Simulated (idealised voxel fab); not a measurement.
You're looking at the process module voxel air gaps.
Xsec cut, 215 nm wide, square cell size 5 nm.
Notation: cross-section as square-cell grid; stated in bands, top first, going down; one or more cell rows per band.
Band: top and bottom heights (nm) first, top before bottom; then materials from left to right, widths in nm. "full width" marks a sole material filling the band edge to edge. "blank" denotes empty space.
Ref level 0: as-received wafer is one material below here. Bottom band extends down with no lower bound ("0 and below").
Read "30 to 40" as a graded width: first number on top, second number at the bottom, same change between each pair of neighbouring rows.
Where the words "no alterations made" appear for a step, the cross-section shows no cell changed by that step; every cell remained as before.
Closed empty spaces (no open way to the top) of 8 cells or more are what "Voids, enclosed" lists, each as width x height at distance from the left edge, nm for all three.
Text after the settings on a step's line: the simulator's own remark on that step.
overlay nm: how far to the right of its planned place the mask lay on this masked step (negative: to the left).

[Listed below are the process steps as planned]
1) RECEIVE,material Si
2) CONFORMAL_DEP,material SiO2,thk nm 10
3) CONFORMAL_DEP,material SiN,thk nm 5
4) DIRECTIONAL_DEP,material SiO2,thk nm 35
5) DIRECTIONAL_DEP,material aC,thk nm 10
6) PATTERN,tone open,mask id LINES,material resist,width nm 25,pitch nm 55,thk nm 25,overlay nm 0
7) DIRECTIONAL_ETCH,etch materials aC,depth nm 10
8) STRIP,etch materials resist
9) DIRECTIONAL_ETCH,etch materials SiO2,depth nm 35
10) STRIP,etch materials aC
11) CONFORMAL_DEP,material TiN,thk nm 5
12) FILL_DEP,material Cu,thk nm 5
13) CMP,height nm 50
14) EPI,material Ru,thk nm 10
15) SELECTIVE_ETCH,etch materials SiO2,depth nm 45
16) CONFORMAL_DEP,material SiCN,thk nm 5

[As-received state of the wafer in cross-section, equivalent to post-step 1]
0 and below | Si full width
Voids, enclosed: none

[Cross-sectional view of the first of the two wafers upon completion of the module, processed in accordance with the plan]
65 down to 60 | blank: 25  SiCN: 165  blank: 25
60 down to 50 | blank: 25  SiCN: 5  Ru: 45  SiCN: 10  Ru: 45  SiCN: 10  Ru: 45  SiCN: 5  blank: 25
50 down to 45 | blank: 25  SiCN: 15  TiN: 5  Cu: 15  TiN: 5  SiCN: 30  TiN: 5  Cu: 15  TiN: 5  SiCN: 30  TiN: 5  Cu: 15  TiN: 5  SiCN: 15  blank: 25
45 down to 20 | blank: 35  SiCN: 5  TiN: 5  Cu: 15  TiN: 5  SiCN: 5  blank: 20  SiCN: 5  TiN: 5  Cu: 15  TiN: 5  SiCN: 5  blank: 20  SiCN: 5  TiN: 5  Cu: 15  TiN: 5  SiCN: 5  blank: 35
20 down to 15 | SiCN: 40  TiN: 25  SiCN: 30  TiN: 25  SiCN: 30  TiN: 25  SiCN: 40
15 down to 10 | SiN full width
10 down to 0 | SiO2 full width
0 and below | Si full width
Voids, enclosed: 20 x 25 at 70; 20 x 25 at 125

[Second wafer cross-section at end of module - shared start and plan with the first, one mistake in the run]
60 down to 50 | blank: 30  Ru: 45  blank: 10  Ru: 45  blank: 10  Ru: 45  blank: 30
50 down to 20 | blank: 40  TiN: 5  Cu: 15  TiN: 5  blank: 30  TiN: 5  Cu: 15  TiN: 5  blank: 30  TiN: 5  Cu: 15  TiN: 5  blank: 40
20 down to 15 | blank: 40  TiN: 25  blank: 30  TiN: 25  blank: 30  TiN: 25  blank: 40
15 down to 10 | SiN full width
10 down to 0 | SiO2 full width
0 and below | Si full width
Voids, enclosed: none
Misprocessing identified: step 16 of the plan did not run at all; it was left out
Upon completion, the second wafer contains, in terms of cells, a greater or smaller amount of certain materials than the first wafer: SiCN: 121 fewer
Final closed voids: first wafer 2, second wafer 0.
